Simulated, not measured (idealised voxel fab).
Proc. module: voxel fin reveal
The cross-section shown here is cut; it is 180 nm wide and divided into square cells measuring 5 nm on a side.
Cross-section = grid of square cells, listed top down in bands; band = one or more rows. Band: top and bottom heights (nm) first, top before bottom; then materials from left to right, widths in nm. "everywhere" marks a sole material filling the band edge to edge. "empty" denotes empty space. Heights are reckoned from 0. Under this level, the received wafer is all of one material. The bottommost band is open-ended downward, for example "0 nm and below". So if you see something like "30->40" for the width, read it as the top row of the band sitting at the first number and the bottom row at the second, with every row in between moving by the same amount as the last. The cross-section has no changed cell in any step marked "identical to before". What "Closed internal voids" gives you is every empty space of 8 cells or more that is cut off from the top. Each appears as width x height at distance, with the distance taken from the left edge and width, height and distance all in nm. Formally, on a step line, whatever follows the settings is a remark that the simulator itself makes on the step. For masked steps, "overlay nm" on the step line gives how far right of plan the mask actually lay; a minus sign means it lay to the left.
THE STEPS PLANNED FOR THE PROCESS ARE AS FOLLOWS
| 1 | op RECEIVE | material Si |
| 2 | op CONFORMAL_DEP | material SiN | thk nm 10 |
| 3 | op DIRECTIONAL_DEP | material aC | thk nm 10 |
| 4 | op PATTERN | tone cover | mask id FINS | material resist | width nm 15 | pitch nm 35 | thk nm 30 | overlay nm 0 |
| 5 | op DIRECTIONAL_ETCH | etch materials aC | depth nm 10 |
| 6 | op STRIP | etch materials resist |
| 7 | op DIRECTIONAL_ETCH | etch materials SiN | depth nm 10 |
| 8 | op DIRECTIONAL_ETCH | etch materials Si | depth nm 40 |
| 9 | op STRIP | etch materials aC |
| 10 | op FILL_DEP | material SiO2 | thk nm 5 |
| 11 | op CMP | height nm 10 |
| 12 | op SELECTIVE_ETCH | etch materials SiO2 | depth nm 25 |
| 13 | op STRIP | etch materials SiN |
| 14 | op CONFORMAL_DEP | material SiO2 | thk nm 5 |
CROSS-SECTIONAL VIEW OF THE WAFER IN ITS AS-RECEIVED CONDITION, CORRESPONDING TO THE STATE AFTER STEP 1
* 0 nm and below: Si everywhere
* Closed internal voids: none
WAFER CROSS-SECTION AT MODULE END: FIRST OF TWO, RUN TO PLAN
* 5 nm to 0 nm: empty 40 / SiO2 25 / empty 10 / SiO2 25 / empty 10 / SiO2 25 / empty 45
* 0 nm to -10 nm: empty 40 / SiO2 5 / Si 15 / SiO2 5 / empty 10 / SiO2 5 / Si 15 / SiO2 5 / empty 10 / SiO2 5 / Si 15 / SiO2 5 / empty 45
* -10 nm to -40 nm: SiO2 45 / Si 15 / SiO2 20 / Si 15 / SiO2 20 / Si 15 / SiO2 50
* -40 nm and below: Si everywhere
* Closed internal voids: none
SECOND WAFER OF THE TWO, SECTIONED AT THE END OF THE MODULE. IT BEGAN LIKE THE FIRST AND FOLLOWED THE SAME PLAN, BUT ONE MISTAKE WAS MADE WHILE RUNNING IT
* 0 nm to -15 nm: empty 45 / Si 15 / empty 20 / Si 15 / empty 20 / Si 15 / empty 50
* -15 nm to -40 nm: SiO2 45 / Si 15 / SiO2 20 / Si 15 / SiO2 20 / Si 15 / SiO2 50
* -40 nm and below: Si everywhere
* Closed internal voids: none
Nonconformance to the process plan: plan step 14: skipped, not run
Final difference in cells, second wafer against first, listed per material as more or fewer: -54 SiO2
